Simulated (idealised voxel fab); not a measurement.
This is a process module. Its name is voxel self aligned contacts.
Cross-section cut spans 180 nm and uses square cells 5 nm in size.
Think of the cross-section as a grid of square cells. We describe it in bands, top to bottom, and each band covers one or more rows of those cells.
What a band's entry tells you: where the top is and where the bottom is, as heights in nm, and after that what lies inside, material by material from left to right, each with its width in nm. Empty space is written as the word "empty", and a single material marked with the word "full width" occupies the band from edge to edge.
Below 0: as-received wafer, all one material; heights counted from there. Lowest band: no bottom, goes on down, written "from 0 down".
The notation "30..40" denotes a width that varies across the rows of cells in the band, beginning at the first number in the top row, finishing at the second number in the bottom row, and changing by an identical amount from each row to the next.
Where a step carries "no change", the cross-section came out of it unchanged, cell for cell.
Entry "Listed closed voids". Content: empty spaces with no open connection to the top, size 8 cells or greater. Each: width x height at distance. Distance: from left edge. Unit: nm.
If you see something after the settings on a step's line, that's the simulator's own remark about that step.
"overlay nm" answers the question of how far to the right of plan the mask lay on a step that has a mask, and when it is negative the answer is to the left.
-- Process steps (planned)
1. op RECEIVE | material Si
2. op OXIDIZE | depth nm 5
3. op DIRECTIONAL_DEP | material polySi | thk nm 20
4. op DIRECTIONAL_DEP | material SiN | thk nm 20
5. op MASKED_ETCH | tone cover | mask id GATE | width nm 25 | pitch nm 60 | etch materials SiN | depth nm 20 | overlay nm 0
6. op MASKED_ETCH | tone cover | mask id GATE | width nm 25 | pitch nm 60 | etch materials polySi | depth nm 20 | overlay nm 0
7. op CONFORMAL_DEP | material SiN | thk nm 5
8. op DIRECTIONAL_ETCH | etch materials SiN | depth nm 5
9. op FILL_DEP | material SiO2 | thk nm 15
10. op CMP | height nm 45
11. op PATTERN | tone open | mask id CONTACT | material resist | width nm 45 | pitch nm 60 | thk nm 15 | overlay nm 0
12. op DIRECTIONAL_ETCH | etch materials SiO2 | depth nm 50
13. op STRIP | etch materials resist
14. op CONFORMAL_DEP | material TiN | thk nm 5
15. op FILL_DEP | material Ru | thk nm 10
16. op CMP | height nm 45
17. op CONFORMAL_DEP | material SiCN | thk nm 5
-- Cross-section of the wafer at receipt, which is the condition after step 1
- from 0 down = Si full width
- Listed closed voids: none
-- The following cross-section depicts the wafer upon conclusion of the module. Processing commenced from the starting condition illustrated above and adhered to the plan illustrated above, save for one mistake in execution
- from 50 to 45 = SiCN full width
- from 45 to 35 = 35 nm SiO2, 5..10 nm TiN, 35..25 nm Ru, 5..10 nm TiN, 15 nm SiO2, 5..10 nm TiN, 35..25 nm Ru, 5..10 nm TiN, 40 nm SiO2
- from 35 to 20 = 15 nm SiO2, 25 nm SiN, 5 nm TiN, 25 nm Ru, 5 nm TiN, 25 nm SiN, 5 nm TiN, 25 nm Ru, 5 nm TiN, 25 nm SiN, 20 nm SiO2
- from 20 to 0 = 15 nm SiO2, 25 nm polySi, 5 nm TiN, 25 nm Ru, 5 nm TiN, 25 nm polySi, 5 nm TiN, 25 nm Ru, 5 nm TiN, 25 nm polySi, 20 nm SiO2
- from 0 to -5 = 40 nm SiO2, 35 nm TiN, 25 nm SiO2, 35 nm TiN, 45 nm SiO2
- from -5 down = Si full width
- Listed closed voids: none
Deviation noted in wafer processing: heads up, step 7 of the plan was skipped and never actually ran
